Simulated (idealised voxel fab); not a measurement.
process module | voxel capacitor over wiring
cross-section cut | 265 nm wide | cells 5 nm
A cross-section is a grid of square cells, given in bands from the top down. A band is one or more rows of cells.
Each band's line starts with the height of the band's top and of its bottom, in nm. Then come its materials from left to right, each with its width in nm. One material with "throughout" fills the band from edge to edge. "air" is empty space.
Height 0 is the level under which the wafer as received is all one material. The lowest band goes on downwards, as in "0 down".
A width such as "30 to 40" changes by the same amount from each row of cells to the next, from the band's top row to its bottom row.
"no change" after a step means that no cell of the cross-section changed.
closed voids: empty space of 8 cells or more with no open way to the top, each as width x height at its distance from the left edge, in nm
after a step's settings: what the simulator itself notes on the step
overlay nm, on a step with a mask: how far to the right of its planned place the mask lay; to the left if negative
plan
1 op RECEIVE | material Si
2 op CONFORMAL_DEP | material SiO2 | thk nm 10
3 op CONFORMAL_DEP | material SiN | thk nm 5
4 op DIRECTIONAL_DEP | material lowk | thk nm 15
5 op DIRECTIONAL_DEP | material aC | thk nm 10
6 op PATTERN | tone open | mask id METAL_1 | material resist | width nm 30 | pitch nm 100 | thk nm 25 | overlay nm 0
7 op DIRECTIONAL_ETCH | etch materials aC | depth nm 10
8 op STRIP | etch materials resist
9 op DIRECTIONAL_ETCH | etch materials lowk | depth nm 15
10 op DIRECTIONAL_ETCH | etch materials SiN | depth nm 5
11 op STRIP | etch materials aC
12 op CONFORMAL_DEP | material TiN | thk nm 5
13 op FILL_DEP | material Cu | thk nm 10
14 op CMP | height nm 30
15 op EPI | material Ru | thk nm 5
16 op FILL_DEP | material SiCN | thk nm 5
17 op DIRECTIONAL_DEP | material lowk | thk nm 20
18 op MASKED_ETCH | tone open | mask id PLUG_1 | width nm 15 | etch materials lowk | depth nm 20 | overlay nm 0
19 op MASKED_ETCH | tone open | mask id PLUG_1 | width nm 15 | etch materials SiCN | depth nm 5 | overlay nm 0
20 op EPI | material Ru | thk nm 10
21 op EPI | material Ru | thk nm 10
22 op EPI | material Ru | thk nm 5
23 op DIRECTIONAL_DEP | material TiN | thk nm 10
24 op DIRECTIONAL_DEP | material Al2O3 | thk nm 5
25 op DIRECTIONAL_DEP | material TiN | thk nm 5
26 op PATTERN | tone cover | mask id UPPER_PLATE | material resist | width nm 75 | thk nm 15 | overlay nm 0
27 op DIRECTIONAL_ETCH | etch materials TiN | depth nm 5
28 op DIRECTIONAL_ETCH | etch materials Al2O3 | depth nm 5
29 op STRIP | etch materials resist
30 op MASKED_ETCH | tone cover | mask id LOWER_PLATE | width nm 85 | etch materials TiN | depth nm 10 | overlay nm 0
31 op FILL_DEP | material SiO2 | thk nm 15
32 op CMP | height nm 90
33 op DIRECTIONAL_DEP | material aC | thk nm 15
34 op PATTERN | tone open | mask id PLUG_2 | material resist | width nm 15 | thk nm 35 | overlay nm 0
35 op DIRECTIONAL_ETCH | etch materials aC | depth nm 15
36 op STRIP | etch materials resist
37 op DIRECTIONAL_ETCH | etch materials SiO2 | depth nm 10
38 op STRIP | etch materials aC
39 op CONFORMAL_DEP | material TiN | thk nm 5
40 op FILL_DEP | material Ru | thk nm 10
41 op CMP | height nm 90
42 op CONFORMAL_DEP | material SiCN | thk nm 5
first wafer, as planned
as received, after step 1
  0 down: Si throughout
  closed voids: none
after step 2
  10 to 0: SiO2 throughout
  below 0: unchanged
after step 3
  15 to 10: SiN throughout
  below 10: unchanged
after step 4
  30 to 15: lowk throughout
  below 15: unchanged
after step 5
  40 to 30: aC throughout
  below 30: unchanged
after step 6
  65 to 40: resist 65 | air 30 | resist 70 | air 30 | resist 70
  below 40: unchanged
after step 7
  55 to 40: resist 65 | air 30 | resist 70 | air 30 | resist 70
  40 to 30: aC 65 | air 30 | aC 70 | air 30 | aC 70
  below 30: unchanged
after step 8
  40 to 30: aC 65 | air 30 | aC 70 | air 30 | aC 70
  below 30: unchanged
after step 9
  40 to 30: aC 65 | air 30 | aC 70 | air 30 | aC 70
  30 to 15: lowk 65 | air 30 | lowk 70 | air 30 | lowk 70
  below 15: unchanged
after step 10
  40 to 30: aC 65 | air 30 | aC 70 | air 30 | aC 70
  30 to 15: lowk 65 | air 30 | lowk 70 | air 30 | lowk 70
  15 to 10: SiN 65 | air 30 | SiN 70 | air 30 | SiN 70
  below 10: unchanged
after step 11
  30 to 15: lowk 65 | air 30 | lowk 70 | air 30 | lowk 70
  below 15: unchanged
after step 12
  35 to 30: TiN 70 | air 20 | TiN 80 | air 20 | TiN 75
  30 to 15: lowk 65 | TiN 5 | air 20 | TiN 5 | lowk 70 | TiN 5 | air 20 | TiN 5 | lowk 70
  15 to 10: SiN 65 | TiN 30 | SiN 70 | TiN 30 | SiN 70
  below 10: unchanged
after step 13
  45 to 35: Cu throughout
  35 to 30: TiN 70 | Cu 20 | TiN 80 | Cu 20 | TiN 75
  30 to 15: lowk 65 | TiN 5 | Cu 20 | TiN 5 | lowk 70 | TiN 5 | Cu 20 | TiN 5 | lowk 70
  below 15: unchanged
after step 14
  30 to 15: lowk 65 | TiN 5 | Cu 20 | TiN 5 | lowk 70 | TiN 5 | Cu 20 | TiN 5 | lowk 70
  below 15: unchanged
after step 15
  35 to 30: air 60 | Ru 40 | air 60 | Ru 40 | air 65
  below 30: unchanged
after step 16
  40 to 35: SiCN throughout
  35 to 30: SiCN 60 | Ru 40 | SiCN 60 | Ru 40 | SiCN 65
  below 30: unchanged
after step 17
  60 to 40: lowk throughout
  below 40: unchanged
after step 18
  60 to 40: lowk 80 | air 15 | lowk 170
  below 40: unchanged
after step 19
  60 to 40: lowk 80 | air 15 | lowk 170
  40 to 35: SiCN 80 | air 15 | SiCN 170
  below 35: unchanged
after step 20
  60 to 45: lowk 80 | air 15 | lowk 170
  45 to 40: lowk 80 | Ru 15 | lowk 170
  40 to 35: SiCN 80 | Ru 15 | SiCN 170
  below 35: unchanged
after step 21
  60 to 55: lowk 80 | air 15 | lowk 170
  55 to 40: lowk 80 | Ru 15 | lowk 170
  below 40: unchanged
after step 22
  60 to 40: lowk 80 | Ru 15 | lowk 170
  below 40: unchanged
after step 23
  70 to 60: TiN throughout
  below 60: unchanged
after step 24
  75 to 70: Al2O3 throughout
  below 70: unchanged
after step 25
  80 to 75: TiN throughout
  below 75: unchanged
after step 26
  95 to 80: air 80 | resist 75 | air 110
  below 80: unchanged
after step 27
  95 to 80: air 80 | resist 75 | air 110
  80 to 75: air 80 | TiN 75 | air 110
  below 75: unchanged
after step 28
  95 to 80: air 80 | resist 75 | air 110
  80 to 75: air 80 | TiN 75 | air 110
  75 to 70: air 80 | Al2O3 75 | air 110
  below 70: unchanged
after step 29
  80 to 75: air 80 | TiN 75 | air 110
  below 75: unchanged
after step 30
  80 to 75: air 80 | TiN 75 | air 110
  75 to 70: air 80 | Al2O3 75 | air 110
  70 to 60: air 75 | TiN 85 | air 105
  below 60: unchanged
after step 31
  95 to 80: SiO2 throughout
  80 to 75: SiO2 80 | TiN 75 | SiO2 110
  75 to 70: SiO2 80 | Al2O3 75 | SiO2 110
  70 to 60: SiO2 75 | TiN 85 | SiO2 105
  below 60: unchanged
after step 32
  90 to 80: SiO2 throughout
  below 80: unchanged
after step 33
  105 to 90: aC throughout
  below 90: unchanged
after step 34
  140 to 105: resist 90 | air 15 | resist 160
  below 105: unchanged
after step 35
  125 to 105: resist 90 | air 15 | resist 160
  105 to 90: aC 90 | air 15 | aC 160
  below 90: unchanged
after step 36
  105 to 90: aC 90 | air 15 | aC 160
  below 90: unchanged
after step 37
  105 to 90: aC 90 | air 15 | aC 160
  90 to 80: SiO2 90 | air 15 | SiO2 160
  below 80: unchanged
after step 38
  90 to 80: SiO2 90 | air 15 | SiO2 160
  below 80: unchanged
after step 39
  95 to 90: TiN 95 | air 5 | TiN 165
  90 to 85: SiO2 90 | TiN 5 | air 5 | TiN 5 | SiO2 160
  85 to 75: SiO2 90 to 80 | TiN 15 to 75 | SiO2 160 to 110
  below 75: unchanged
after step 40
  105 to 95: Ru throughout
  95 to 90: TiN 95 | Ru 5 | TiN 165
  90 to 85: SiO2 90 | TiN 5 | Ru 5 | TiN 5 | SiO2 160
  below 85: unchanged
after step 41
  90 to 85: SiO2 90 | TiN 5 | Ru 5 | TiN 5 | SiO2 160
  below 85: unchanged
after step 42
  95 to 90: SiCN throughout
  below 90: unchanged
second wafer: like start, like plan, one mistake. Through step 2 it matches the first wafer
when step 3 should have ended
  25 to 10: lowk throughout
  below 10: unchanged
when step 4 should have ended
  30 to 25: SiN throughout
  below 25: unchanged
when step 5 should have ended
  40 to 30: aC throughout
  below 30: unchanged
when step 6 should have ended
  65 to 40: resist 65 | air 30 | resist 70 | air 30 | resist 70
  below 40: unchanged
when step 7 should have ended
  55 to 40: resist 65 | air 30 | resist 70 | air 30 | resist 70
  40 to 30: aC 65 | air 30 | aC 70 | air 30 | aC 70
  below 30: unchanged
when step 8 should have ended
  40 to 30: aC 65 | air 30 | aC 70 | air 30 | aC 70
  below 30: unchanged
when step 9 should have ended: no change
when step 10 should have ended
  40 to 30: aC 65 | air 30 | aC 70 | air 30 | aC 70
  30 to 25: SiN 65 | air 30 | SiN 70 | air 30 | SiN 70
  below 25: unchanged
when step 11 should have ended
  30 to 25: SiN 65 | air 30 | SiN 70 | air 30 | SiN 70
  below 25: unchanged
when step 12 should have ended
  35 to 30: TiN 70 | air 20 | TiN 80 | air 20 | TiN 75
  30 to 25: SiN 65 | TiN 30 | SiN 70 | TiN 30 | SiN 70
  below 25: unchanged
when step 13 should have ended
  45 to 35: Cu throughout
  35 to 30: TiN 70 | Cu 20 | TiN 80 | Cu 20 | TiN 75
  below 30: unchanged
when step 14 should have ended
  30 to 25: SiN 65 | TiN 30 | SiN 70 | TiN 30 | SiN 70
  below 25: unchanged
when step 15 should have ended
  35 to 30: air 60 | Ru 40 | air 60 | Ru 40 | air 65
  below 30: unchanged
when step 16 should have ended
  40 to 35: SiCN throughout
  35 to 30: SiCN 60 | Ru 40 | SiCN 60 | Ru 40 | SiCN 65
  below 30: unchanged
when step 17 should have ended
  60 to 40: lowk throughout
  below 40: unchanged
when step 18 should have ended
  60 to 40: lowk 80 | air 15 | lowk 170
  below 40: unchanged
when step 19 should have ended
  60 to 40: lowk 80 | air 15 | lowk 170
  40 to 35: SiCN 80 | air 15 | SiCN 170
  below 35: unchanged
when step 20 should have ended
  60 to 45: lowk 80 | air 15 | lowk 170
  45 to 40: lowk 80 | Ru 15 | lowk 170
  40 to 35: SiCN 80 | Ru 15 | SiCN 170
  below 35: unchanged
when step 21 should have ended
  60 to 55: lowk 80 | air 15 | lowk 170
  55 to 40: lowk 80 | Ru 15 | lowk 170
  below 40: unchanged
when step 22 should have ended
  60 to 40: lowk 80 | Ru 15 | lowk 170
  below 40: unchanged
when step 23 should have ended
  70 to 60: TiN throughout
  below 60: unchanged
when step 24 should have ended
  75 to 70: Al2O3 throughout
  below 70: unchanged
when step 25 should have ended
  80 to 75: TiN throughout
  below 75: unchanged
when step 26 should have ended
  95 to 80: air 80 | resist 75 | air 110
  below 80: unchanged
when step 27 should have ended
  95 to 80: air 80 | resist 75 | air 110
  80 to 75: air 80 | TiN 75 | air 110
  below 75: unchanged
when step 28 should have ended
  95 to 80: air 80 | resist 75 | air 110
  80 to 75: air 80 | TiN 75 | air 110
  75 to 70: air 80 | Al2O3 75 | air 110
  below 70: unchanged
when step 29 should have ended
  80 to 75: air 80 | TiN 75 | air 110
  below 75: unchanged
when step 30 should have ended
  80 to 75: air 80 | TiN 75 | air 110
  75 to 70: air 80 | Al2O3 75 | air 110
  70 to 60: air 75 | TiN 85 | air 105
  below 60: unchanged
when step 31 should have ended
  95 to 80: SiO2 throughout
  80 to 75: SiO2 80 | TiN 75 | SiO2 110
  75 to 70: SiO2 80 | Al2O3 75 | SiO2 110
  70 to 60: SiO2 75 | TiN 85 | SiO2 105
  below 60: unchanged
when step 32 should have ended
  90 to 80: SiO2 throughout
  below 80: unchanged
when step 33 should have ended
  105 to 90: aC throughout
  below 90: unchanged
when step 34 should have ended
  140 to 105: resist 90 | air 15 | resist 160
  below 105: unchanged
when step 35 should have ended
  125 to 105: resist 90 | air 15 | resist 160
  105 to 90: aC 90 | air 15 | aC 160
  below 90: unchanged
when step 36 should have ended
  105 to 90: aC 90 | air 15 | aC 160
  below 90: unchanged
when step 37 should have ended
  105 to 90: aC 90 | air 15 | aC 160
  90 to 80: SiO2 90 | air 15 | SiO2 160
  below 80: unchanged
when step 38 should have ended
  90 to 80: SiO2 90 | air 15 | SiO2 160
  below 80: unchanged
when step 39 should have ended
  95 to 90: TiN 95 | air 5 | TiN 165
  90 to 85: SiO2 90 | TiN 5 | air 5 | TiN 5 | SiO2 160
  85 to 75: SiO2 90 to 80 | TiN 15 to 75 | SiO2 160 to 110
  below 75: unchanged
when step 40 should have ended
  105 to 95: Ru throughout
  95 to 90: TiN 95 | Ru 5 | TiN 165
  90 to 85: SiO2 90 | TiN 5 | Ru 5 | TiN 5 | SiO2 160
  below 85: unchanged
when step 41 should have ended
  90 to 85: SiO2 90 | TiN 5 | Ru 5 | TiN 5 | SiO2 160
  below 85: unchanged
when step 42 should have ended
  95 to 90: SiCN throughout
  below 90: unchanged
what went wrong: steps 3 and 4 were swapped
at the end the second wafer has, in cells: 24 fewer of Cu | 12 fewer of TiN | 36 more of lowk
